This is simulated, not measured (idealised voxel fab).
Process module, titled voxel self aligned vias
Cross-sectional view cut (width: 220 nm; square cell size: 5 nm).
Cross-section layout: square cells on a grid; listed as bands, top to bottom; a band spans one or more cell rows. For a band, the entry starts with two heights in nm, that of the top and then that of the bottom, and carries on with the band's materials in order from left to right, each alongside its width in nm; the word "full width" beside a single material means it fills the band edge to edge, and "blank" means empty space. Zero point of the height axis is 0; under it, received wafer = one material. Lowest band: continues down indefinitely, "0 nm and below". The two numbers in a width such as "30->40" mark its ends across the band: the first belongs to the top row of cells, the second to the bottom row, and from each row to the next the width moves by the same amount. No cell of the cross-section changed in a step that is given as "no change". Listed in "Closed void roster": every empty space of 8 or more cells without an open way to the top. Form: width x height at distance, the distance being from the left edge, all in nm. Step line, after settings: the simulator's comment on this step. Regarding "overlay nm": on a step with a mask, it is the distance the mask lay to the right of its planned place; a negative value places it to the left.
[The following list gives the planned process steps]
1) RECEIVE, material Si
2) CONFORMAL_DEP, material SiO2, thk nm 15
3) CONFORMAL_DEP, material SiCN, thk nm 5
4) DIRECTIONAL_DEP, material lowk, thk nm 30
5) DIRECTIONAL_DEP, material aC, thk nm 15
6) PATTERN, tone open, mask id LINES, material resist, width nm 20, pitch nm 65, thk nm 35, overlay nm 0
7) DIRECTIONAL_ETCH, etch materials aC, depth nm 15
8) STRIP, etch materials resist
9) DIRECTIONAL_ETCH, etch materials lowk, depth nm 30
10) STRIP, etch materials aC
11) CONFORMAL_DEP, material TiN, thk nm 5
12) FILL_DEP, material W, thk nm 5
13) CMP, height nm 50
14) SELECTIVE_ETCH, etch materials W Ru TiN, depth nm 5
15) FILL_DEP, material SiN, thk nm 5
16) CMP, height nm 50
17) DIRECTIONAL_DEP, material lowk, thk nm 15
18) MASKED_ETCH, tone open, mask id VIAS, width nm 40, pitch nm 65, etch materials lowk, depth nm 15, overlay nm 0
19) MASKED_ETCH, tone open, mask id VIAS, width nm 40, pitch nm 65, etch materials SiN, depth nm 5, overlay nm 0
20) CONFORMAL_DEP, material TiN, thk nm 5
21) FILL_DEP, material Cu, thk nm 5
22) CMP, height nm 65
23) CONFORMAL_DEP, material SiN, thk nm 5
[as received, after step 1]
    0 nm and below = Si full width
    Closed void roster: none
[First of two wafers at the end of the module, shown in cross-section; run carried out as planned]
    70 nm to 65 nm = SiN full width
    65 nm to 55 nm = 55 of lowk / 5 of TiN / 30 of Cu / 5 of TiN / 25 of lowk / 5 of TiN / 30 of Cu / 5 of TiN / 60 of lowk
    55 nm to 50 nm = 55 of lowk / 15 of TiN / 10 of Cu / 15 of TiN / 25 of lowk / 15 of TiN / 10 of Cu / 15 of TiN / 60 of lowk
    50 nm to 45 nm = 65 of lowk / 20 of TiN / 45 of lowk / 20 of TiN / 70 of lowk
    45 nm to 25 nm = 65 of lowk / 5 of TiN / 10 of W / 5 of TiN / 45 of lowk / 5 of TiN / 10 of W / 5 of TiN / 70 of lowk
    25 nm to 20 nm = 65 of lowk / 20 of TiN / 45 of lowk / 20 of TiN / 70 of lowk
    20 nm to 15 nm = SiCN full width
    15 nm to 0 nm = SiO2 full width
    0 nm and below = Si full width
    Closed void roster: none
[What the second wafer looks like in cross-section once the module is done. Its start and its plan matched the first wafer's exactly; what differed was one mistake in how it was run]
    70 nm to 65 nm = SiN full width
    65 nm to 55 nm = 50 of Cu / 5 of TiN / 40 of lowk / 5 of TiN / 15 of Cu / 5 of TiN / 40 of lowk / 5 of TiN / 55 of Cu
    55 nm to 50 nm = 55 of TiN / 40 of lowk / 25 of TiN / 40 of lowk / 60 of TiN
    50 nm to 45 nm = 65 of lowk / 20 of SiN / 45 of lowk / 20 of SiN / 70 of lowk
    45 nm to 25 nm = 65 of lowk / 5 of TiN / 10 of W / 5 of TiN / 45 of lowk / 5 of TiN / 10 of W / 5 of TiN / 70 of lowk
    25 nm to 20 nm = 65 of lowk / 20 of TiN / 45 of lowk / 20 of TiN / 70 of lowk
    20 nm to 15 nm = SiCN full width
    15 nm to 0 nm = SiO2 full width
    0 nm and below = Si full width
    Closed void roster: none
Heads up, the wafer didn't run the way we planned it: step 18 changed vs plan, executed as MASKED_ETCH, tone cover, mask id VIAS, width nm 40, pitch nm 65, etch materials lowk, depth nm 15, overlay nm 0
Upon completion, the second wafer contains, in terms of cells, a greater or smaller amount of certain materials than the first wafer: +20 Cu | +8 SiN | +8 TiN | -36 lowk
